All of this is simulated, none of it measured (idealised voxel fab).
Process module heading - voxel wiring stack
It is cross-section cut that appears here, measuring 235 nm in width, its square cells being 5 nm in size.
In what follows, cross-sections appear as grids of square cells, described through bands that run from the top down, where every band is one or more rows of cells.
The band entry comprises the height of the band's top followed by the height of its bottom, expressed in nm, and subsequently the band's materials from left to right, each stated together with its width in nm. Where a single material is marked with the word "all across", that material fills the band from edge to edge. The word "empty" represents empty space.
The reference from which all heights are counted is 0, the level beneath which the as-received wafer is entirely one material; the lowest band, having no lower bound, proceeds downward and is written after the example "0 down".
The two numbers in a width such as "30->40" mark its ends across the band: the first belongs to the top row of cells, the second to the bottom row, and from each row to the next the width moves by the same amount.
The cross-section has no changed cell in any step marked "remained unchanged".
Under "Encapsulated voids" you'll find the enclosed gaps, the ones with no way out to the top, that are 8 cells or bigger; each reads width x height at distance, with distance counted from the left edge, everything in nm.
If you see something after the settings on a step's line, that's the simulator's own remark about that step.
The setting "overlay nm" may be written on the line of a step. When the step uses a mask, the value reports how far to the right of the planned place the mask lay, and a negative value reports that it lay to the left.

### The steps planned for the process are as follows
1. RECEIVE: material Si
2. CONFORMAL_DEP: material SiO2, thk nm 10
3. DIRECTIONAL_DEP: material TiN, thk nm 5
4. DIRECTIONAL_DEP: material W, thk nm 15
5. MASKED_ETCH: tone cover, mask id METAL_1, width nm 20, pitch nm 50, etch materials W, depth nm 15, overlay nm 0
6. MASKED_ETCH: tone cover, mask id METAL_1, width nm 20, pitch nm 50, etch materials TiN, depth nm 5, overlay nm 0
7. FILL_DEP: material SiO2, thk nm 10
8. CMP: height nm 30
9. CONFORMAL_DEP: material SiCN, thk nm 5
10. DIRECTIONAL_DEP: material lowk, thk nm 25
11. MASKED_ETCH: tone open, mask id METAL_2, width nm 20, pitch nm 50, etch materials lowk, depth nm 15, overlay nm 0
12. PATTERN: tone open, mask id METAL_2_HOLES, material resist, width nm 15, pitch nm 50, thk nm 15, overlay nm 0
13. DIRECTIONAL_ETCH: etch materials lowk, depth nm 10
14. DIRECTIONAL_ETCH: etch materials SiCN, depth nm 5
15. STRIP: etch materials resist
16. CONFORMAL_DEP: material TiN, thk nm 5
17. FILL_DEP: material Ru, thk nm 5
18. CMP: height nm 60
19. CONFORMAL_DEP: material SiCN, thk nm 5
20. DIRECTIONAL_DEP: material SiO2, thk nm 20
21. MASKED_ETCH: tone open, mask id PLUG_2, width nm 15, pitch nm 100, etch materials SiO2, depth nm 20, overlay nm 0
22. MASKED_ETCH: tone open, mask id PLUG_2, width nm 15, pitch nm 100, etch materials SiCN, depth nm 5, overlay nm 0
23. CONFORMAL_DEP: material TiN, thk nm 5
24. FILL_DEP: material Cu, thk nm 5
25. CMP: height nm 85
26. CONFORMAL_DEP: material SiN, thk nm 5
27. DIRECTIONAL_DEP: material lowk, thk nm 20
28. DIRECTIONAL_DEP: material aC, thk nm 10
29. PATTERN: tone open, mask id METAL_3, material resist, width nm 15, pitch nm 50, thk nm 30, overlay nm 0
30. DIRECTIONAL_ETCH: etch materials aC, depth nm 10
31. STRIP: etch materials resist
32. DIRECTIONAL_ETCH: etch materials lowk, depth nm 20
33. DIRECTIONAL_ETCH: etch materials SiN, depth nm 5
34. STRIP: etch materials aC
35. CONFORMAL_DEP: material TiN, thk nm 5
36. FILL_DEP: material Cu, thk nm 5
37. CMP: height nm 110
38. EPI: material Ru, thk nm 5
39. FILL_DEP: material SiCN, thk nm 5
For this document, wafers share an identical start and vary in the step 29 width nm; the plan quotes the first wafer's value.

### This is how the first of several wafers looked in cross-section when it arrived, which is after step 1
* 0 down: Si all across
* Encapsulated voids: none

### Below: a row per wafer. Contents at end of module: for every material, cells gained since receipt (+) or lost since receipt (-); then closed voids
width nm 15 | +24 Cu | +48 Ru | +150 SiCN | +35 SiN | +382 SiO2 | +138 TiN | +48 W | +303 lowk | Encapsulated voids: none
width nm 20 | +40 Cu | +52 Ru | +146 SiCN | +31 SiN | +382 SiO2 | +142 TiN | +48 W | +287 lowk | Encapsulated voids: none
width nm 25 | +56 Cu | +56 Ru | +142 SiCN | +27 SiN | +382 SiO2 | +146 TiN | +48 W | +271 lowk | Encapsulated voids: none
width nm 30 | +72 Cu | +60 Ru | +138 SiCN | +23 SiN | +382 SiO2 | +150 TiN | +48 W | +255 lowk | Encapsulated voids: none
width nm 35 | +88 Cu | +64 Ru | +134 SiCN | +19 SiN | +382 SiO2 | +154 TiN | +48 W | +239 lowk | Encapsulated voids: none
